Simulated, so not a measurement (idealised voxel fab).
This section sets out a process module, namely voxel transistor to metal.
The cross-section on display is named cut; it measures 260 nm wide, and its cells are 5 nm squares.
Each cross-section below is a grid of square cells, stated as bands in top-down order, with one or more rows of cells making up each band.
Band: top and bottom heights (nm) first, top before bottom; then materials from left to right, widths in nm. "full width" marks a sole material filling the band edge to edge. "empty" denotes empty space.
All heights in this document are referenced to 0, defined as the level beneath which the wafer, as received, consists entirely of one material. The lowest band is not bounded below; it extends indefinitely downward and is written in the form "0 and below".
A width such as "30 to 40" changes by the same amount from each row of cells to the next, from the band's top row to its bottom row.
It should be understood that the words "remained the same", when stated for a given step, signify that the cross-section underwent no change in any of its cells during that step.
Heads up: "Unvented voids" only lists the empty pockets with no open path to the top that are 8 cells or more, and it writes them as width x height at distance, distance from the left edge, in nm.
What comes after the settings on a step's line is commentary from the simulator itself on that step.
The "overlay nm" setting may appear on a step's line; for a step that uses a mask, it gives how far to the right of its planned position the mask lay, and a negative value indicates the left.

## Planned process steps
1 RECEIVE [material Si]
2 CONFORMAL_DEP [material SiO2] [thk nm 5]
3 CONFORMAL_DEP [material SiN] [thk nm 15]
4 DIRECTIONAL_DEP [material aC] [thk nm 15]
5 PATTERN [tone cover] [mask id ACTIVE] [material resist] [width nm 105] [pitch nm 125] [thk nm 35] [overlay nm 0]
6 DIRECTIONAL_ETCH [etch materials aC] [depth nm 15]
7 STRIP [etch materials resist]
8 DIRECTIONAL_ETCH [etch materials SiN] [depth nm 15]
9 DIRECTIONAL_ETCH [etch materials SiO2] [depth nm 5]
10 DIRECTIONAL_ETCH [etch materials Si] [depth nm 30]
11 STRIP [etch materials aC]
12 FILL_DEP [material SiO2] [thk nm 10]
13 CMP [height nm 20]
14 SELECTIVE_ETCH [etch materials SiO2] [depth nm 5]
15 STRIP [etch materials SiN]
16 SELECTIVE_ETCH [etch materials SiO2] [depth nm 5]
17 OXIDIZE [depth nm 5]
18 DIRECTIONAL_DEP [material polySi] [thk nm 25]
19 DIRECTIONAL_DEP [material SiCN] [thk nm 10]
20 MASKED_ETCH [tone cover] [mask id GATE] [width nm 15] [pitch nm 125] [etch materials SiCN] [depth nm 20] [overlay nm 0]
21 MASKED_ETCH [tone cover] [mask id GATE] [width nm 15] [pitch nm 125] [etch materials polySi] [depth nm 35] [overlay nm 0]
22 CONFORMAL_DEP [material SiN] [thk nm 5]
23 DIRECTIONAL_ETCH [etch materials SiN] [depth nm 5]
24 DIRECTIONAL_ETCH [etch materials SiO2] [depth nm 5]
25 EPI [material nSi] [thk nm 5]
26 FILL_DEP [material SiO2] [thk nm 10]
27 CMP [height nm 35]
28 DIRECTIONAL_DEP [material SiO2] [thk nm 10]
29 DIRECTIONAL_DEP [material aC] [thk nm 10]
30 PATTERN [tone open] [mask id CONTACT] [material resist] [width nm 20] [thk nm 25] [overlay nm 0]
31 DIRECTIONAL_ETCH [etch materials aC] [depth nm 10]
32 STRIP [etch materials resist]
33 DIRECTIONAL_ETCH [etch materials SiO2] [depth nm 45]
34 STRIP [etch materials aC]
35 CONFORMAL_DEP [material TiN] [thk nm 5]
36 FILL_DEP [material W] [thk nm 10]
37 CMP [height nm 45]
38 DIRECTIONAL_DEP [material TiN] [thk nm 5]
39 DIRECTIONAL_DEP [material W] [thk nm 20]
40 MASKED_ETCH [tone cover] [mask id METAL_1] [width nm 20] [etch materials W] [depth nm 20] [overlay nm 0]
41 MASKED_ETCH [tone cover] [mask id METAL_1] [width nm 20] [etch materials TiN] [depth nm 5] [overlay nm 0]
42 FILL_DEP [material lowk] [thk nm 5]
43 CMP [height nm 70]
44 CONFORMAL_DEP [material SiCN] [thk nm 5]
45 DIRECTIONAL_DEP [material SiO2] [thk nm 25]
46 PATTERN [tone open] [mask id METAL_2] [material resist] [width nm 20] [pitch nm 125] [thk nm 15] [overlay nm 0]
47 DIRECTIONAL_ETCH [etch materials SiO2] [depth nm 15]
48 STRIP [etch materials resist]
49 PATTERN [tone open] [mask id METAL_2_HOLES] [material resist] [width nm 15] [pitch nm 125] [thk nm 20] [overlay nm 0]
50 DIRECTIONAL_ETCH [etch materials SiO2] [depth nm 10]
51 DIRECTIONAL_ETCH [etch materials SiCN] [depth nm 5]
52 STRIP [etch materials resist]
53 CONFORMAL_DEP [material TiN] [thk nm 5]
54 FILL_DEP [material Ru] [thk nm 10]
55 CMP [height nm 100]
56 CONFORMAL_DEP [material SiN] [thk nm 5]

## Cross-section of the wafer as it came to us, i.e., already through step 1
    0 and below | Si full width
    Unvented voids: none

## The first of the two wafers as seen in cross-section once the module was finished; processing followed the plan
    105 down to 100 | SiN full width
    100 down to 90 | SiO2 (20), TiN (5), Ru (10), TiN (5), SiO2 (105), TiN (5), Ru (10), TiN (5), SiO2 (95)
    90 down to 85 | SiO2 (20), TiN (5), Ru (5), TiN (10), SiO2 (105), TiN (5), Ru (5), TiN (10), SiO2 (95)
    85 down to 75 | SiO2 (20), TiN (5), Ru (5), TiN (5), SiO2 (110), TiN (5), Ru (5), TiN (5), SiO2 (100)
    75 down to 70 | SiCN (20), TiN (15), SiCN (110), TiN (15), SiCN (100)
    70 down to 50 | lowk (20), W (20), lowk (55), W (20), lowk (30), W (20), lowk (55), W (20), lowk (20)
    50 down to 45 | lowk (20), TiN (20), lowk (55), TiN (20), lowk (30), TiN (20), lowk (55), TiN (20), lowk (20)
    45 down to 35 | SiO2 (20), TiN (5), W (10), TiN (5), SiO2 (55), TiN (5), W (10), TiN (5), SiO2 (30), TiN (5), W (10), TiN (5), SiO2 (55), TiN (5), W (10), TiN (5), SiO2 (20)
    35 down to 25 | SiO2 (20), TiN (5), W (10), TiN (5), SiO2 (15), SiN (5), SiCN (15), SiN (5), SiO2 (15), TiN (5), W (10), TiN (5), SiO2 (30), TiN (5), W (10), TiN (5), SiO2 (15), SiN (5), SiCN (15), SiN (5), SiO2 (15), TiN (5), W (10), TiN (5), SiO2 (20)
    25 down to 10 | SiO2 (20), TiN (5), W (10), TiN (5), SiO2 (15), SiN (5), polySi (15), SiN (5), SiO2 (15), TiN (5), W (10), TiN (5), SiO2 (30), TiN (5), W (10), TiN (5), SiO2 (15), SiN (5), polySi (15), SiN (5), SiO2 (15), TiN (5), W (10), TiN (5), SiO2 (20)
    10 down to 5 | SiO2 (10), SiN (5), SiO2 (5), TiN (5), W (10), TiN (5), SiO2 (15), SiN (5), polySi (15), SiN (5), SiO2 (15), TiN (5), W (10), TiN (5), SiO2 (5), SiN (5), SiO2 (10), SiN (5), SiO2 (5), TiN (5), W (10), TiN (5), SiO2 (15), SiN (5), polySi (15), SiN (5), SiO2 (15), TiN (5), W (10), TiN (5), SiO2 (5), SiN (5), SiO2 (10)
    5 down to 0 | SiO2 (10), SiN (5), SiO2 (5), TiN (20), SiO2 (15), SiN (5), polySi (15), SiN (5), SiO2 (15), TiN (20), SiO2 (5), SiN (5), SiO2 (10), SiN (5), SiO2 (5), TiN (20), SiO2 (15), SiN (5), polySi (15), SiN (5), SiO2 (15), TiN (20), SiO2 (5), SiN (5), SiO2 (10)
    0 down to -5 | SiO2 (15), nSi (40), SiO2 (25), nSi (40), SiO2 (20), nSi (40), SiO2 (25), nSi (40), SiO2 (15)
    -5 down to -30 | SiO2 (15), Si (105), SiO2 (20), Si (105), SiO2 (15)
    -30 and below | Si full width
    Unvented voids: none

## Second wafer cross-section at end of module - shared start and plan with the first, one mistake in the run
    105 down to 100 | SiN full width
    100 down to 90 | SiO2 (20), TiN (5), Ru (10), TiN (5), SiO2 (105), TiN (5), Ru (10), TiN (5), SiO2 (95)
    90 down to 85 | SiO2 (20), TiN (5), Ru (5), TiN (10), SiO2 (105), TiN (5), Ru (5), TiN (10), SiO2 (95)
    85 down to 75 | SiO2 (20), TiN (5), Ru (5), TiN (5), SiO2 (110), TiN (5), Ru (5), TiN (5), SiO2 (100)
    75 down to 70 | SiCN (20), TiN (15), SiCN (110), TiN (15), SiCN (100)
    70 down to 50 | aC (20), W (20), aC (55), W (20), aC (30), W (20), aC (55), W (20), aC (20)
    50 down to 45 | aC (20), TiN (20), aC (55), TiN (20), aC (30), TiN (20), aC (55), TiN (20), aC (20)
    45 down to 35 | SiO2 (20), TiN (5), W (10), TiN (5), SiO2 (55), TiN (5), W (10), TiN (5), SiO2 (30), TiN (5), W (10), TiN (5), SiO2 (55), TiN (5), W (10), TiN (5), SiO2 (20)
    35 down to 25 | SiO2 (20), TiN (5), W (10), TiN (5), SiO2 (15), SiN (5), SiCN (15), SiN (5), SiO2 (15), TiN (5), W (10), TiN (5), SiO2 (30), TiN (5), W (10), TiN (5), SiO2 (15), SiN (5), SiCN (15), SiN (5), SiO2 (15), TiN (5), W (10), TiN (5), SiO2 (20)
    25 down to 10 | SiO2 (20), TiN (5), W (10), TiN (5), SiO2 (15), SiN (5), polySi (15), SiN (5), SiO2 (15), TiN (5), W (10), TiN (5), SiO2 (30), TiN (5), W (10), TiN (5), SiO2 (15), SiN (5), polySi (15), SiN (5), SiO2 (15), TiN (5), W (10), TiN (5), SiO2 (20)
    10 down to 5 | SiO2 (10), SiN (5), SiO2 (5), TiN (5), W (10), TiN (5), SiO2 (15), SiN (5), polySi (15), SiN (5), SiO2 (15), TiN (5), W (10), TiN (5), SiO2 (5), SiN (5), SiO2 (10), SiN (5), SiO2 (5), TiN (5), W (10), TiN (5), SiO2 (15), SiN (5), polySi (15), SiN (5), SiO2 (15), TiN (5), W (10), TiN (5), SiO2 (5), SiN (5), SiO2 (10)
    5 down to 0 | SiO2 (10), SiN (5), SiO2 (5), TiN (20), SiO2 (15), SiN (5), polySi (15), SiN (5), SiO2 (15), TiN (20), SiO2 (5), SiN (5), SiO2 (10), SiN (5), SiO2 (5), TiN (20), SiO2 (15), SiN (5), polySi (15), SiN (5), SiO2 (15), TiN (20), SiO2 (5), SiN (5), SiO2 (10)
    0 down to -5 | SiO2 (15), nSi (40), SiO2 (25), nSi (40), SiO2 (20), nSi (40), SiO2 (25), nSi (40), SiO2 (15)
    -5 down to -30 | SiO2 (15), Si (105), SiO2 (20), Si (105), SiO2 (15)
    -30 and below | Si full width
    Unvented voids: none
Where did the run depart from the plan? in deviation from the planned setting, step 42 was conducted as FILL_DEP [material aC] [thk nm 5]
The closing comparison, in cells, has the second wafer with more or fewer of some materials than the first: aC: 180 more | lowk: 180 fewer
